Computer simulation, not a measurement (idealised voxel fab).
The following is a process module called voxel capacitor over wiring.
Square cell edge 5 nm, section width 295 nm, ID cut.
A cross-section is a grid of square cells, given in bands from the top down. A band is one or more rows of cells.
It is stipulated that each band's entry specify, in nanometres, the height of the top of the band and then that of its bottom, followed by the materials of the band in left-to-right sequence, each together with its width in nanometres. A single material marked by the word "all across" is understood to fill the band from edge to edge; the word "empty" is understood to denote empty space.
Heights are reckoned from 0. Under this level, the received wafer is all of one material. The bottommost band is open-ended downward, for example "top 0, no bottom".
Graded width ("30 to 40"): value in top row of band = first number; value in bottom row = second number; row-to-row change constant.
"remains unaltered" for a step: no cell of the cross-section changed in that step.
Closed empty spaces (no open way to the top) of 8 cells or more are what "Internal closed voids" lists, each as width x height at distance from the left edge, nm for all three.
If you see something after the settings on a step's line, that's the simulator's own remark about that step.
"overlay nm", when on a step's line for a step with a mask, measures how far to the right of its planned place the mask lay; a negative measure means to the left.
THE STEPS PLANNED FOR THE PROCESS ARE AS FOLLOWS
| 1 | RECEIVE, material Si |
| 2 | CONFORMAL_DEP, material SiO2, thk nm 15 |
| 3 | CONFORMAL_DEP, material SiCN, thk nm 5 |
| 4 | DIRECTIONAL_DEP, material lowk, thk nm 15 |
| 5 | DIRECTIONAL_DEP, material aC, thk nm 10 |
| 6 | PATTERN, tone open, mask id METAL_1, material resist, width nm 20, pitch nm 85, thk nm 30, overlay nm 0 |
| 7 | DIRECTIONAL_ETCH, etch materials aC, depth nm 10 |
| 8 | STRIP, etch materials resist |
| 9 | DIRECTIONAL_ETCH, etch materials lowk, depth nm 15 |
| 10 | DIRECTIONAL_ETCH, etch materials SiCN, depth nm 5 |
| 11 | STRIP, etch materials aC |
| 12 | CONFORMAL_DEP, material TiN, thk nm 5 |
| 13 | FILL_DEP, material Cu, thk nm 10 |
| 14 | CMP, height nm 35 |
| 15 | CONFORMAL_DEP, material SiCN, thk nm 5 |
| 16 | DIRECTIONAL_DEP, material SiO2, thk nm 20 |
| 17 | PATTERN, tone open, mask id PLUG_1, material resist, width nm 15, thk nm 20, overlay nm 0 |
| 18 | DIRECTIONAL_ETCH, etch materials SiO2, depth nm 20 |
| 19 | DIRECTIONAL_ETCH, etch materials SiCN, depth nm 5 |
| 20 | STRIP, etch materials resist |
| 21 | EPI, material Ru, thk nm 10 |
| 22 | EPI, material Ru, thk nm 10 |
| 23 | EPI, material Ru, thk nm 5 |
| 24 | DIRECTIONAL_DEP, material TiN, thk nm 5 |
| 25 | DIRECTIONAL_DEP, material HfO2, thk nm 5 |
| 26 | DIRECTIONAL_DEP, material TiN, thk nm 5 |
| 27 | DIRECTIONAL_DEP, material aC, thk nm 15 |
| 28 | PATTERN, tone cover, mask id UPPER_PLATE, material resist, width nm 70, thk nm 35, overlay nm 0 |
| 29 | DIRECTIONAL_ETCH, etch materials aC, depth nm 15 |
| 30 | STRIP, etch materials resist |
| 31 | DIRECTIONAL_ETCH, etch materials TiN, depth nm 5 |
| 32 | DIRECTIONAL_ETCH, etch materials HfO2, depth nm 5 |
| 33 | STRIP, etch materials aC |
| 34 | DIRECTIONAL_DEP, material aC, thk nm 15 |
| 35 | PATTERN, tone cover, mask id LOWER_PLATE, material resist, width nm 80, thk nm 35, overlay nm 0 |
| 36 | DIRECTIONAL_ETCH, etch materials aC, depth nm 15 |
| 37 | STRIP, etch materials resist |
| 38 | DIRECTIONAL_ETCH, etch materials TiN, depth nm 5 |
| 39 | STRIP, etch materials aC |
| 40 | FILL_DEP, material SiO2, thk nm 20 |
| 41 | CMP, height nm 90 |
| 42 | DIRECTIONAL_DEP, material aC, thk nm 15 |
| 43 | PATTERN, tone open, mask id PLUG_2, material resist, width nm 15, thk nm 35, overlay nm 0 |
| 44 | DIRECTIONAL_ETCH, etch materials aC, depth nm 15 |
| 45 | STRIP, etch materials resist |
| 46 | DIRECTIONAL_ETCH, etch materials SiO2, depth nm 15 |
| 47 | STRIP, etch materials aC |
| 48 | CONFORMAL_DEP, material TiN, thk nm 5 |
| 49 | FILL_DEP, material Cu, thk nm 10 |
| 50 | CMP, height nm 90 |
| 51 | CONFORMAL_DEP, material SiCN, thk nm 5 |
FIRST OF TWO WAFERS - AS PLANNED
THIS IS THE CROSS-SECTION OF THE WAFER AS WE RECEIVED IT, I.E. AFTER STEP 1
> top 0, no bottom  Si all across
> Internal closed voids: none
UPON COMPLETION OF STEP 2, THE WAFER APPEARS IN CROSS-SECTION AS SHOWN
> top 15, bottom 0  SiO2 all across
> Unchanged below 0.
UPON COMPLETION OF STEP 3, THE WAFER APPEARS IN CROSS-SECTION AS SHOWN
> top 20, bottom 15  SiCN all across
> Unchanged below 15.
UPON COMPLETION OF STEP 4, THE WAFER APPEARS IN CROSS-SECTION AS SHOWN
> top 35, bottom 20  lowk all across
> Unchanged below 20.
UPON COMPLETION OF STEP 5, THE WAFER APPEARS IN CROSS-SECTION AS SHOWN
> top 45, bottom 35  aC all across
> Unchanged below 35.
UPON COMPLETION OF STEP 6, THE WAFER APPEARS IN CROSS-SECTION AS SHOWN
> top 75, bottom 45  resist=95  empty=20  resist=65  empty=20  resist=95
> Unchanged below 45.
UPON COMPLETION OF STEP 7, THE WAFER APPEARS IN CROSS-SECTION AS SHOWN
> top 65, bottom 45  resist=95  empty=20  resist=65  empty=20  resist=95
> top 45, bottom 35  aC=95  empty=20  aC=65  empty=20  aC=95
> Unchanged below 35.
UPON COMPLETION OF STEP 8, THE WAFER APPEARS IN CROSS-SECTION AS SHOWN
> top 45, bottom 35  aC=95  empty=20  aC=65  empty=20  aC=95
> Unchanged below 35.
UPON COMPLETION OF STEP 9, THE WAFER APPEARS IN CROSS-SECTION AS SHOWN
> top 45, bottom 35  aC=95  empty=20  aC=65  empty=20  aC=95
> top 35, bottom 20  lowk=95  empty=20  lowk=65  empty=20  lowk=95
> Unchanged below 20.
UPON COMPLETION OF STEP 10, THE WAFER APPEARS IN CROSS-SECTION AS SHOWN
> top 45, bottom 35  aC=95  empty=20  aC=65  empty=20  aC=95
> top 35, bottom 20  lowk=95  empty=20  lowk=65  empty=20  lowk=95
> top 20, bottom 15  SiCN=95  empty=20  SiCN=65  empty=20  SiCN=95
> Unchanged below 15.
UPON COMPLETION OF STEP 11, THE WAFER APPEARS IN CROSS-SECTION AS SHOWN
> top 35, bottom 20  lowk=95  empty=20  lowk=65  empty=20  lowk=95
> Unchanged below 20.
UPON COMPLETION OF STEP 12, THE WAFER APPEARS IN CROSS-SECTION AS SHOWN
> top 40, bottom 35  TiN=100  empty=10  TiN=75  empty=10  TiN=100
> top 35, bottom 20  lowk=95  TiN=5  empty=10  TiN=5  lowk=65  TiN=5  empty=10  TiN=5  lowk=95
> top 20, bottom 15  SiCN=95  TiN=20  SiCN=65  TiN=20  SiCN=95
> Unchanged below 15.
UPON COMPLETION OF STEP 13, THE WAFER APPEARS IN CROSS-SECTION AS SHOWN
> top 50, bottom 40  Cu all across
> top 40, bottom 35  TiN=100  Cu=10  TiN=75  Cu=10  TiN=100
> top 35, bottom 20  lowk=95  TiN=5  Cu=10  TiN=5  lowk=65  TiN=5  Cu=10  TiN=5  lowk=95
> Unchanged below 20.
UPON COMPLETION OF STEP 14, THE WAFER APPEARS IN CROSS-SECTION AS SHOWN
> top 35, bottom 20  lowk=95  TiN=5  Cu=10  TiN=5  lowk=65  TiN=5  Cu=10  TiN=5  lowk=95
> Unchanged below 20.
UPON COMPLETION OF STEP 15, THE WAFER APPEARS IN CROSS-SECTION AS SHOWN
> top 40, bottom 35  SiCN all across
> Unchanged below 35.
UPON COMPLETION OF STEP 16, THE WAFER APPEARS IN CROSS-SECTION AS SHOWN
> top 60, bottom 40  SiO2 all across
> Unchanged below 40.
UPON COMPLETION OF STEP 17, THE WAFER APPEARS IN CROSS-SECTION AS SHOWN
> top 80, bottom 60  resist=100  empty=15  resist=180
> Unchanged below 60.
UPON COMPLETION OF STEP 18, THE WAFER APPEARS IN CROSS-SECTION AS SHOWN
> top 80, bottom 60  resist=100  empty=15  resist=180
> top 60, bottom 40  SiO2=100  empty=15  SiO2=180
> Unchanged below 40.
UPON COMPLETION OF STEP 19, THE WAFER APPEARS IN CROSS-SECTION AS SHOWN
> top 80, bottom 60  resist=100  empty=15  resist=180
> top 60, bottom 40  SiO2=100  empty=15  SiO2=180
> top 40, bottom 35  SiCN=100  empty=15  SiCN=180
> Unchanged below 35.
UPON COMPLETION OF STEP 20, THE WAFER APPEARS IN CROSS-SECTION AS SHOWN
> top 60, bottom 40  SiO2=100  empty=15  SiO2=180
> Unchanged below 40.
UPON COMPLETION OF STEP 21, THE WAFER APPEARS IN CROSS-SECTION AS SHOWN
> top 60, bottom 45  SiO2=100  empty=15  SiO2=180
> top 45, bottom 40  SiO2=100  Ru=15  SiO2=180
> top 40, bottom 35  SiCN=100  Ru=15  SiCN=180
> Unchanged below 35.
UPON COMPLETION OF STEP 22, THE WAFER APPEARS IN CROSS-SECTION AS SHOWN
> top 60, bottom 55  SiO2=100  empty=15  SiO2=180
> top 55, bottom 40  SiO2=100  Ru=15  SiO2=180
> Unchanged below 40.
UPON COMPLETION OF STEP 23, THE WAFER APPEARS IN CROSS-SECTION AS SHOWN
> top 60, bottom 40  SiO2=100  Ru=15  SiO2=180
> Unchanged below 40.
UPON COMPLETION OF STEP 24, THE WAFER APPEARS IN CROSS-SECTION AS SHOWN
> top 65, bottom 60  TiN all across
> Unchanged below 60.
UPON COMPLETION OF STEP 25, THE WAFER APPEARS IN CROSS-SECTION AS SHOWN
> top 70, bottom 65  HfO2 all across
> Unchanged below 65.
UPON COMPLETION OF STEP 26, THE WAFER APPEARS IN CROSS-SECTION AS SHOWN
> top 75, bottom 70  TiN all across
> Unchanged below 70.
UPON COMPLETION OF STEP 27, THE WAFER APPEARS IN CROSS-SECTION AS SHOWN
> top 90, bottom 75  aC all across
> Unchanged below 75.
UPON COMPLETION OF STEP 28, THE WAFER APPEARS IN CROSS-SECTION AS SHOWN
> top 125, bottom 90  empty=100  resist=70  empty=125
> Unchanged below 90.
UPON COMPLETION OF STEP 29, THE WAFER APPEARS IN CROSS-SECTION AS SHOWN
> top 110, bottom 90  empty=100  resist=70  empty=125
> top 90, bottom 75  empty=100  aC=70  empty=125
> Unchanged below 75.
UPON COMPLETION OF STEP 30, THE WAFER APPEARS IN CROSS-SECTION AS SHOWN
> top 90, bottom 75  empty=100  aC=70  empty=125
> Unchanged below 75.
UPON COMPLETION OF STEP 31, THE WAFER APPEARS IN CROSS-SECTION AS SHOWN
> top 90, bottom 75  empty=100  aC=70  empty=125
> top 75, bottom 70  empty=100  TiN=70  empty=125
> Unchanged below 70.
UPON COMPLETION OF STEP 32, THE WAFER APPEARS IN CROSS-SECTION AS SHOWN
> top 90, bottom 75  empty=100  aC=70  empty=125
> top 75, bottom 70  empty=100  TiN=70  empty=125
> top 70, bottom 65  empty=100  HfO2=70  empty=125
> Unchanged below 65.
UPON COMPLETION OF STEP 33, THE WAFER APPEARS IN CROSS-SECTION AS SHOWN
> top 75, bottom 70  empty=100  TiN=70  empty=125
> Unchanged below 70.
UPON COMPLETION OF STEP 34, THE WAFER APPEARS IN CROSS-SECTION AS SHOWN
> top 90, bottom 80  empty=100  aC=70  empty=125
> top 80, bottom 75  aC all across
> top 75, bottom 70  aC=100  TiN=70  aC=125
> top 70, bottom 65  aC=100  HfO2=70  aC=125
> Unchanged below 65.
UPON COMPLETION OF STEP 35, THE WAFER APPEARS IN CROSS-SECTION AS SHOWN
> top 125, bottom 90  empty=95  resist=80  empty=120
> top 90, bottom 80  empty=95  resist=5  aC=70  resist=5  empty=120
> Unchanged below 80.
UPON COMPLETION OF STEP 36, THE WAFER APPEARS IN CROSS-SECTION AS SHOWN
> top 110, bottom 90  empty=95  resist=80  empty=120
> top 90, bottom 80  empty=95  resist=5  aC=70  resist=5  empty=120
> top 80, bottom 75  empty=95  aC=80  empty=120
> top 75, bottom 70  empty=95  aC=5  TiN=70  aC=5  empty=120
> top 70, bottom 65  empty=95  aC=5  HfO2=70  aC=5  empty=120
> Unchanged below 65.
UPON COMPLETION OF STEP 37, THE WAFER APPEARS IN CROSS-SECTION AS SHOWN
> top 90, bottom 80  empty=100  aC=70  empty=125
> Unchanged below 80.
UPON COMPLETION OF STEP 38, THE WAFER APPEARS IN CROSS-SECTION AS SHOWN
> top 90, bottom 80  empty=100  aC=70  empty=125
> top 80, bottom 75  empty=95  aC=80  empty=120
> top 75, bottom 70  empty=95  aC=5  TiN=70  aC=5  empty=120
> top 70, bottom 65  empty=95  aC=5  HfO2=70  aC=5  empty=120
> top 65, bottom 60  empty=95  TiN=80  empty=120
> Unchanged below 60.
UPON COMPLETION OF STEP 39, THE WAFER APPEARS IN CROSS-SECTION AS SHOWN
> top 75, bottom 70  empty=100  TiN=70  empty=125
> top 70, bottom 65  empty=100  HfO2=70  empty=125
> Unchanged below 65.
UPON COMPLETION OF STEP 40, THE WAFER APPEARS IN CROSS-SECTION AS SHOWN
> top 95, bottom 75  SiO2 all across
> top 75, bottom 70  SiO2=100  TiN=70  SiO2=125
> top 70, bottom 65  SiO2=100  HfO2=70  SiO2=125
> top 65, bottom 60  SiO2=95  TiN=80  SiO2=120
> Unchanged below 60.
UPON COMPLETION OF STEP 41, THE WAFER APPEARS IN CROSS-SECTION AS SHOWN
> top 90, bottom 75  SiO2 all across
> Unchanged below 75.
UPON COMPLETION OF STEP 42, THE WAFER APPEARS IN CROSS-SECTION AS SHOWN
> top 105, bottom 90  aC all across
> Unchanged below 90.
UPON COMPLETION OF STEP 43, THE WAFER APPEARS IN CROSS-SECTION AS SHOWN
> top 140, bottom 105  resist=110  empty=15  resist=170
> Unchanged below 105.
UPON COMPLETION OF STEP 44, THE WAFER APPEARS IN CROSS-SECTION AS SHOWN
> top 125, bottom 105  resist=110  empty=15  resist=170
> top 105, bottom 90  aC=110  empty=15  aC=170
> Unchanged below 90.
UPON COMPLETION OF STEP 45, THE WAFER APPEARS IN CROSS-SECTION AS SHOWN
> top 105, bottom 90  aC=110  empty=15  aC=170
> Unchanged below 90.
UPON COMPLETION OF STEP 46, THE WAFER APPEARS IN CROSS-SECTION AS SHOWN
> top 105, bottom 90  aC=110  empty=15  aC=170
> top 90, bottom 75  SiO2=110  empty=15  SiO2=170
> Unchanged below 75.
UPON COMPLETION OF STEP 47, THE WAFER APPEARS IN CROSS-SECTION AS SHOWN
> top 90, bottom 75  SiO2=110  empty=15  SiO2=170
> Unchanged below 75.
UPON COMPLETION OF STEP 48, THE WAFER APPEARS IN CROSS-SECTION AS SHOWN
> top 95, bottom 90  TiN=115  empty=5  TiN=175
> top 90, bottom 80  SiO2=110  TiN=5  empty=5  TiN=5  SiO2=170
> top 80, bottom 70  SiO2=110 to 100  TiN=15 to 70  SiO2=170 to 125
> Unchanged below 70.
UPON COMPLETION OF STEP 49, THE WAFER APPEARS IN CROSS-SECTION AS SHOWN
> top 105, bottom 95  Cu all across
> top 95, bottom 90  TiN=115  Cu=5  TiN=175
> top 90, bottom 80  SiO2=110  TiN=5  Cu=5  TiN=5  SiO2=170
> Unchanged below 80.
UPON COMPLETION OF STEP 50, THE WAFER APPEARS IN CROSS-SECTION AS SHOWN
> top 90, bottom 80  SiO2=110  TiN=5  Cu=5  TiN=5  SiO2=170
> Unchanged below 80.
UPON COMPLETION OF STEP 51, THE WAFER APPEARS IN CROSS-SECTION AS SHOWN
> top 95, bottom 90  SiCN all across
> Unchanged below 90.
WAFER TWO. SAME START, SAME PLAN, ONE SLIP IN EXECUTION. SAME AS WAFER ONE THROUGH STEP 42, INCLUSIVE
CROSS-SECTION OF THE SECOND WAFER AT THE TIME STEP 43 OF THE PLAN SHOULD HAVE ENDED
> top 140, bottom 105  resist=100  empty=15  resist=180
> Unchanged below 105.
CROSS-SECTION OF THE SECOND WAFER AT THE TIME STEP 44 OF THE PLAN SHOULD HAVE ENDED
> top 125, bottom 105  resist=100  empty=15  resist=180
> top 105, bottom 90  aC=100  empty=15  aC=180
> Unchanged below 90.
CROSS-SECTION OF THE SECOND WAFER AT THE TIME STEP 45 OF THE PLAN SHOULD HAVE ENDED
> top 105, bottom 90  aC=100  empty=15  aC=180
> Unchanged below 90.
CROSS-SECTION OF THE SECOND WAFER AT THE TIME STEP 46 OF THE PLAN SHOULD HAVE ENDED
> top 105, bottom 90  aC=100  empty=15  aC=180
> top 90, bottom 75  SiO2=100  empty=15  SiO2=180
> Unchanged below 75.
CROSS-SECTION OF THE SECOND WAFER AT THE TIME STEP 47 OF THE PLAN SHOULD HAVE ENDED
> top 90, bottom 75  SiO2=100  empty=15  SiO2=180
> Unchanged below 75.
CROSS-SECTION OF THE SECOND WAFER AT THE TIME STEP 48 OF THE PLAN SHOULD HAVE ENDED
> top 95, bottom 90  TiN=105  empty=5  TiN=185
> top 90, bottom 80  SiO2=100  TiN=5  empty=5  TiN=5  SiO2=180
> top 80, bottom 70  SiO2=100  TiN=15 to 70  SiO2=180 to 125
> Unchanged below 70.
CROSS-SECTION OF THE SECOND WAFER AT THE TIME STEP 49 OF THE PLAN SHOULD HAVE ENDED
> top 105, bottom 95  Cu all across
> top 95, bottom 90  TiN=105  Cu=5  TiN=185
> top 90, bottom 80  SiO2=100  TiN=5  Cu=5  TiN=5  SiO2=180
> Unchanged below 80.
CROSS-SECTION OF THE SECOND WAFER AT THE TIME STEP 50 OF THE PLAN SHOULD HAVE ENDED
> top 90, bottom 80  SiO2=100  TiN=5  Cu=5  TiN=5  SiO2=180
> Unchanged below 80.
CROSS-SECTION OF THE SECOND WAFER AT THE TIME STEP 51 OF THE PLAN SHOULD HAVE ENDED
> top 95, bottom 90  SiCN all across
> Unchanged below 90.
Want to know what went wrong? in deviation from the planned setting, step 43 was conducted as PATTERN, tone open, mask id PLUG_2, material resist, width nm 15, thk nm 35, overlay nm -10
Cell counts per material: same on both final wafers. Positions: different.
